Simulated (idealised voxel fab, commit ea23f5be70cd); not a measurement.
The name of this process module is voxel self aligned vias.
We display cut, a cross-section 265 nm in width whose square cells are each 5 nm.
A cross-section in this document is a grid of square cells, and it is written down as bands, the top band listed before the ones below it; a band is made up of one or more rows of cells.
What a band's entry tells you: where the top is and where the bottom is, as heights in nm, and after that what lies inside, material by material from left to right, each with its width in nm. Empty space is written as the word "empty", and a single material marked with the word "full width" occupies the band from edge to edge.
Height 0 is the level under which the wafer as received is all one material. The lowest band goes on downwards, as in "0 nm and below".
The expression "30->40" gives the width at the extremes of the band, the first number at its top row of cells and the second at its bottom row, with the width changing by equal amounts from each row to the next in between.
Given "no change" for a step, no cell of the cross-section differs between before and after that step.
Closed empty spaces (no open way to the top) of 8 cells or more are what "Sealed void listing" lists, each as width x height at distance from the left edge, nm for all three.
What comes after the settings on a step's line is commentary from the simulator itself on that step.
overlay nm: step with mask; distance mask lay right of planned place; negative value = left of planned place.
# The following list gives the planned process steps
1 RECEIVE,material Si
2 CONFORMAL_DEP,material SiO2,thk nm 15
3 CONFORMAL_DEP,material SiCN,thk nm 5
4 DIRECTIONAL_DEP,material lowk,thk nm 25
5 DIRECTIONAL_DEP,material aC,thk nm 15
6 PATTERN,tone open,mask id LINES,material resist,width nm 20,pitch nm 60,thk nm 35,overlay nm 0
7 DIRECTIONAL_ETCH,etch materials aC,depth nm 15
8 STRIP,etch materials resist
9 DIRECTIONAL_ETCH,etch materials lowk,depth nm 25
10 STRIP,etch materials aC
11 CONFORMAL_DEP,material TiN,thk nm 5
12 FILL_DEP,material W,thk nm 5
13 CMP,height nm 45
14 SELECTIVE_ETCH,etch materials W Ru TiN,depth nm 10
15 FILL_DEP,material SiN,thk nm 10
16 CMP,height nm 45
17 DIRECTIONAL_DEP,material lowk,thk nm 15
18 DIRECTIONAL_DEP,material aC,thk nm 15
19 PATTERN,tone open,mask id VIAS,material resist,width nm 30,pitch nm 60,thk nm 35,overlay nm 0
20 DIRECTIONAL_ETCH,etch materials aC,depth nm 15
21 STRIP,etch materials resist
22 DIRECTIONAL_ETCH,etch materials lowk,depth nm 15
23 DIRECTIONAL_ETCH,etch materials SiN,depth nm 10
24 STRIP,etch materials aC
25 CONFORMAL_DEP,material TiN,thk nm 5
26 FILL_DEP,material W,thk nm 10
27 CMP,height nm 60
28 CONFORMAL_DEP,material SiN,thk nm 5
# Cross-section of the incoming wafer, state after step 1
- 0 nm and below | Si full width
- Sealed void listing: none
# Here's the cross-section of the first of our two wafers at the end of the module - it ran as planned
- 65 nm to 60 nm | SiN full width
- 60 nm to 50 nm | lowk=55  TiN=5  W=20  TiN=5  lowk=30  TiN=5  W=20  TiN=5  lowk=30  TiN=5  W=20  TiN=5  lowk=60
- 50 nm to 40 nm | lowk=55->60  TiN=10->5  W=10  TiN=10->5  lowk=30->40  TiN=10->5  W=10  TiN=10->5  lowk=30->40  TiN=10->5  W=10  TiN=10->5  lowk=60->65
- 40 nm to 35 nm | lowk=60  TiN=20  lowk=40  TiN=20  lowk=40  TiN=20  lowk=65
- 35 nm to 25 nm | lowk=60  TiN=5  W=10  TiN=5  lowk=40  TiN=5  W=10  TiN=5  lowk=40  TiN=5  W=10  TiN=5  lowk=65
- 25 nm to 20 nm | lowk=60  TiN=20  lowk=40  TiN=20  lowk=40  TiN=20  lowk=65
- 20 nm to 15 nm | SiCN full width
- 15 nm to 0 nm | SiO2 full width
- 0 nm and below | Si full width
- Sealed void listing: none
# Here is the second of the two wafers cut open at the end of the module - same start, same plan as the first one, but we made one mistake running it
- 65 nm to 60 nm | SiN full width
- 60 nm to 50 nm | W=50  TiN=5  lowk=30  TiN=5  W=20  TiN=5  lowk=30  TiN=5  W=20  TiN=5  lowk=30  TiN=5  W=55
- 50 nm to 45 nm | TiN=55  lowk=30  TiN=30  lowk=30  TiN=30  lowk=30  TiN=60
- 45 nm to 35 nm | lowk=60  SiN=20  lowk=40  SiN=20  lowk=40  SiN=20  lowk=65
- 35 nm to 25 nm | lowk=60  TiN=5  W=10  TiN=5  lowk=40  TiN=5  W=10  TiN=5  lowk=40  TiN=5  W=10  TiN=5  lowk=65
- 25 nm to 20 nm | lowk=60  TiN=20  lowk=40  TiN=20  lowk=40  TiN=20  lowk=65
- 20 nm to 15 nm | SiCN full width
- 15 nm to 0 nm | SiO2 full width
- 0 nm and below | Si full width
- Sealed void listing: none
Where did the run depart from the plan? step 19 off recipe, ran as PATTERN,tone cover,mask id VIAS,material resist,width nm 30,pitch nm 60,thk nm 35,overlay nm 0
At the finish, the second wafer shows more or fewer cells for some materials than the first does: 24 more of SiN; 5 more of TiN; 22 more of W; 51 fewer of lowk
